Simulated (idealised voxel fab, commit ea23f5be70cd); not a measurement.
Process module name: voxel transistor to metal
Square cell edge 5 nm, section width 145 nm, ID cut.
Cross-section, as written here: a square-cell grid given band by band from the top down, where a band holds one or more rows of cells.
In this notation a band is specified by the heights of its top and bottom, in that order and in nm, after which its materials appear from left to right, each paired with its width in nm. The word "throughout" attached to a single material means that material fills the band from edge to edge; the word "blank" stands for empty space.
Where do heights start? At 0: under that level the wafer as delivered is made of one material only. And the lowest band has no floor; it just carries on downward, as in "0 down".
A two-number width, for instance "30..40", indicates that the width is equal to the first number in the top row of the band and to the second number in the bottom row, and that it changes by a constant amount per row of cells.
"same as before" for a step: no cell of the cross-section changed in that step.
"Enclosed void catalog": sealed empty spaces, 8 cells or more, no open way to top, listed width x height at distance, with distance from the left edge and width, height and distance in nm.
What comes after the settings on a step's line is commentary from the simulator itself on that step.
Each step line may optionally specify "overlay nm", which for a step with a mask gives the rightward distance between the mask's planned place and where it lay, a negative value indicating the leftward direction.
Planned process steps
- 1: RECEIVE,material Si
- 2: OXIDIZE,depth nm 5
- 3: CONFORMAL_DEP,material SiN,thk nm 10
- 4: DIRECTIONAL_DEP,material aC,thk nm 10
- 5: PATTERN,tone cover,mask id ACTIVE,material resist,width nm 115,thk nm 25,overlay nm 0
- 6: DIRECTIONAL_ETCH,etch materials aC,depth nm 10
- 7: STRIP,etch materials resist
- 8: DIRECTIONAL_ETCH,etch materials SiN,depth nm 10
- 9: DIRECTIONAL_ETCH,etch materials SiO2,depth nm 5
- 10: DIRECTIONAL_ETCH,etch materials Si,depth nm 20
- 11: STRIP,etch materials aC
- 12: FILL_DEP,material SiO2,thk nm 5
- 13: CMP,height nm 10
- 14: SELECTIVE_ETCH,etch materials SiO2,depth nm 5
- 15: STRIP,etch materials SiN
- 16: SELECTIVE_ETCH,etch materials SiO2,depth nm 5
- 17: OXIDIZE,depth nm 5
- 18: DIRECTIONAL_DEP,material polySi,thk nm 30
- 19: DIRECTIONAL_DEP,material SiCN,thk nm 15
- 20: PATTERN,tone cover,mask id GATE,material resist,width nm 25,thk nm 20,overlay nm 0
- 21: DIRECTIONAL_ETCH,etch materials SiCN,depth nm 25
- 22: DIRECTIONAL_ETCH,etch materials polySi,depth nm 40
- 23: STRIP,etch materials resist
- 24: CONFORMAL_DEP,material SiN,thk nm 5
- 25: DIRECTIONAL_ETCH,etch materials SiN,depth nm 5
- 26: DIRECTIONAL_ETCH,etch materials SiO2,depth nm 5
- 27: DIRECTIONAL_ETCH,etch materials Si,depth nm 10
- 28: EPI,material pSi,thk nm 10
- 29: FILL_DEP,material SiO2,thk nm 5
- 30: CMP,height nm 25
- 31: STRIP,etch materials polySi
- 32: SELECTIVE_ETCH,etch materials SiO2,depth nm 5
- 33: CONFORMAL_DEP,material HfO2,thk nm 5
- 34: CONFORMAL_DEP,material TiN,thk nm 5
- 35: FILL_DEP,material W,thk nm 10
- 36: CMP,height nm 20
- 37: DIRECTIONAL_DEP,material SiO2,thk nm 15
- 38: DIRECTIONAL_DEP,material aC,thk nm 15
- 39: PATTERN,tone open,mask id CONTACT,material resist,width nm 20,pitch nm 75,thk nm 35,overlay nm 0
- 40: DIRECTIONAL_ETCH,etch materials aC,depth nm 15
- 41: STRIP,etch materials resist
- 42: DIRECTIONAL_ETCH,etch materials SiO2,depth nm 45
- 43: STRIP,etch materials aC
- 44: CONFORMAL_DEP,material TiN,thk nm 5
- 45: FILL_DEP,material W,thk nm 10
- 46: CMP,height nm 35
- 47: CONFORMAL_DEP,material SiCN,thk nm 5
- 48: DIRECTIONAL_DEP,material lowk,thk nm 15
- 49: MASKED_ETCH,tone open,mask id METAL_1,width nm 20,pitch nm 75,etch materials lowk,depth nm 15,overlay nm 0
- 50: MASKED_ETCH,tone open,mask id METAL_1,width nm 20,pitch nm 75,etch materials SiCN,depth nm 5,overlay nm 0
- 51: CONFORMAL_DEP,material TiN,thk nm 5
- 52: FILL_DEP,material Ru,thk nm 10
- 53: CMP,height nm 55
- 54: EPI,material Ru,thk nm 5
- 55: FILL_DEP,material SiCN,thk nm 5
Wafer cross-section on receipt, i.e. after step 1
> 0 down: Si throughout
> Enclosed void catalog: none
The first of two wafers, cross-sectioned at the end of the module, with the run proceeding as planned
> 65 to 60: SiCN throughout
> 60 to 55: SiCN 20, Ru 30, SiCN 45, Ru 30, SiCN 20
> 55 to 40: lowk 25, TiN 5, Ru 10, TiN 5, lowk 55, TiN 5, Ru 10, TiN 5, lowk 25
> 40 to 35: SiCN 25, TiN 20, SiCN 55, TiN 20, SiCN 25
> 35 to 20: SiO2 25, TiN 5, W 10, TiN 5, SiO2 55, TiN 5, W 10, TiN 5, SiO2 25
> 20 to 0: SiO2 25, TiN 5, W 10, TiN 5, SiO2 10, SiN 5, HfO2 5, TiN 5, W 5, TiN 5, HfO2 5, SiN 5, SiO2 10, TiN 5, W 10, TiN 5, SiO2 25
> 0 to -5: SiO2 10, SiN 5, SiO2 10, TiN 5, W 10, TiN 5, pSi 10, SiN 5, HfO2 5, TiN 15, HfO2 5, SiN 5, pSi 10, TiN 5, W 10, TiN 5, SiO2 10, SiN 5, SiO2 10
> -5 to -10: SiO2 25, TiN 20, pSi 10, HfO2 35, pSi 10, TiN 20, SiO2 25
> -10 to -20: SiO2 15, pSi 40, Si 35, pSi 40, SiO2 15
> -20 to -25: SiO2 15, Si 115, SiO2 15
> -25 down: Si throughout
> Enclosed void catalog: none
Now the second wafer, cross-sectioned at the end of the module. Nothing different at the start, nothing different in the plan compared with the first, just one mistake when it was actually run
> 60 to 55: blank 20, Ru 30, blank 45, Ru 30, blank 20
> 55 to 40: lowk 25, TiN 5, Ru 10, TiN 5, lowk 55, TiN 5, Ru 10, TiN 5, lowk 25
> 40 to 35: SiCN 25, TiN 20, SiCN 55, TiN 20, SiCN 25
> 35 to 20: SiO2 25, TiN 5, W 10, TiN 5, SiO2 55, TiN 5, W 10, TiN 5, SiO2 25
> 20 to 0: SiO2 25, TiN 5, W 10, TiN 5, SiO2 10, SiN 5, HfO2 5, TiN 5, W 5, TiN 5, HfO2 5, SiN 5, SiO2 10, TiN 5, W 10, TiN 5, SiO2 25
> 0 to -5: SiO2 10, SiN 5, SiO2 10, TiN 5, W 10, TiN 5, pSi 10, SiN 5, HfO2 5, TiN 15, HfO2 5, SiN 5, pSi 10, TiN 5, W 10, TiN 5, SiO2 10, SiN 5, SiO2 10
> -5 to -10: SiO2 25, TiN 20, pSi 10, HfO2 35, pSi 10, TiN 20, SiO2 25
> -10 to -20: SiO2 15, pSi 40, Si 35, pSi 40, SiO2 15
> -20 to -25: SiO2 15, Si 115, SiO2 15
> -25 down: Si throughout
> Enclosed void catalog: none
Want to know what went wrong? step 55 of the plan: omitted, not performed
Materials where the second wafer ends with more or fewer cells than the first: SiCN -46
